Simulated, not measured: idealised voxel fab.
Process module under the name voxel air gaps
This is section cut - it's 280 nm across, gridded in 5 nm square cells.
A cross-section in this document is a grid of square cells, and it is written down as bands, the top band listed before the ones below it; a band is made up of one or more rows of cells. Basically the band line says how high the top is and how high the bottom is, in nm, and then what's in it from left to right, every material with its width in nm. Empty space shows up as "blank", and if a single material carries "edge to edge" it runs the full band edge to edge. A quick word on heights: they are counted from 0, and under that level the wafer as it came to us is one material throughout. The lowest band is different from the rest in having no bottom; it simply continues downward, written as in "0 nm and below". Graded width ("30 to 40"): value in top row of band = first number; value in bottom row = second number; row-to-row change constant. No cell of the cross-section changed in a step that is given as "nothing was modified". "Catalogued sealed voids": empty spaces of 8 cells or more with no open way to the top, each given as width x height at distance, distance from the left edge, all in nm. Step line, after settings: the simulator's comment on this step. overlay nm: right-of-plan distance of the mask on a masked step; negative values mean left-of-plan.

# Process steps - plan
1. RECEIVE with material Si
2. CONFORMAL_DEP with material SiO2, thk nm 10
3. CONFORMAL_DEP with material SiCN, thk nm 5
4. DIRECTIONAL_DEP with material lowk, thk nm 35
5. MASKED_ETCH with tone open, mask id LINES, width nm 15, pitch nm 40, etch materials lowk, depth nm 35, overlay nm 0
6. CONFORMAL_DEP with material TiN, thk nm 5
7. FILL_DEP with material W, thk nm 10
8. CMP with height nm 50
9. EPI with material Ru, thk nm 10
10. SELECTIVE_ETCH with etch materials lowk, depth nm 45
11. CONFORMAL_DEP with material SiCN, thk nm 5

# As-received wafer cross-section (after step 1)
0 nm and below  Si edge to edge
Catalogued sealed voids: none

# Post-module cross-section of the first of two wafers (run per plan)
65 nm to 60 nm  blank (55)  SiCN (165)  blank (60)
60 nm to 50 nm  blank (55)  SiCN (5)  Ru (35)  SiCN (5)  Ru (35)  SiCN (5)  Ru (35)  SiCN (5)  Ru (35)  SiCN (5)  blank (60)
50 nm to 45 nm  blank (55)  SiCN (15)  TiN (5)  W (5)  TiN (5)  SiCN (25)  TiN (5)  W (5)  TiN (5)  SiCN (25)  TiN (5)  W (5)  TiN (5)  SiCN (25)  TiN (5)  W (5)  TiN (5)  SiCN (15)  blank (60)
45 nm to 20 nm  blank (65)  SiCN (5)  TiN (5)  W (5)  TiN (5)  SiCN (5)  blank (15)  SiCN (5)  TiN (5)  W (5)  TiN (5)  SiCN (5)  blank (15)  SiCN (5)  TiN (5)  W (5)  TiN (5)  SiCN (5)  blank (15)  SiCN (5)  TiN (5)  W (5)  TiN (5)  SiCN (5)  blank (70)
20 nm to 15 nm  SiCN (70)  TiN (15)  SiCN (25)  TiN (15)  SiCN (25)  TiN (15)  SiCN (25)  TiN (15)  SiCN (75)
15 nm to 10 nm  SiCN edge to edge
10 nm to 0 nm  SiO2 edge to edge
0 nm and below  Si edge to edge
Catalogued sealed voids: 15 x 25 at 90; 15 x 25 at 130; 15 x 25 at 170

# Second wafer cross-section at end of module - shared start and plan with the first, one mistake in the run
65 nm to 60 nm  blank (50)  SiCN (165)  blank (65)
60 nm to 50 nm  blank (50)  SiCN (5)  Ru (35)  SiCN (5)  Ru (35)  SiCN (5)  Ru (35)  SiCN (5)  Ru (35)  SiCN (5)  blank (65)
50 nm to 45 nm  blank (50)  SiCN (15)  TiN (5)  W (5)  TiN (5)  SiCN (25)  TiN (5)  W (5)  TiN (5)  SiCN (25)  TiN (5)  W (5)  TiN (5)  SiCN (25)  TiN (5)  W (5)  TiN (5)  SiCN (15)  blank (65)
45 nm to 20 nm  blank (60)  SiCN (5)  TiN (5)  W (5)  TiN (5)  SiCN (5)  blank (15)  SiCN (5)  TiN (5)  W (5)  TiN (5)  SiCN (5)  blank (15)  SiCN (5)  TiN (5)  W (5)  TiN (5)  SiCN (5)  blank (15)  SiCN (5)  TiN (5)  W (5)  TiN (5)  SiCN (5)  blank (75)
20 nm to 15 nm  SiCN (65)  TiN (15)  SiCN (25)  TiN (15)  SiCN (25)  TiN (15)  SiCN (25)  TiN (15)  SiCN (80)
15 nm to 10 nm  SiCN edge to edge
10 nm to 0 nm  SiO2 edge to edge
0 nm and below  Si edge to edge
Catalogued sealed voids: 15 x 25 at 85; 15 x 25 at 125; 15 x 25 at 165
Error vs. plan: step 5 was not run as planned; what actually ran was MASKED_ETCH with tone open, mask id LINES, width nm 15, pitch nm 40, etch materials lowk, depth nm 35, overlay nm -5
So at the finish, the second wafer's got exactly as many cells of each material as the first, just not in the same spots.
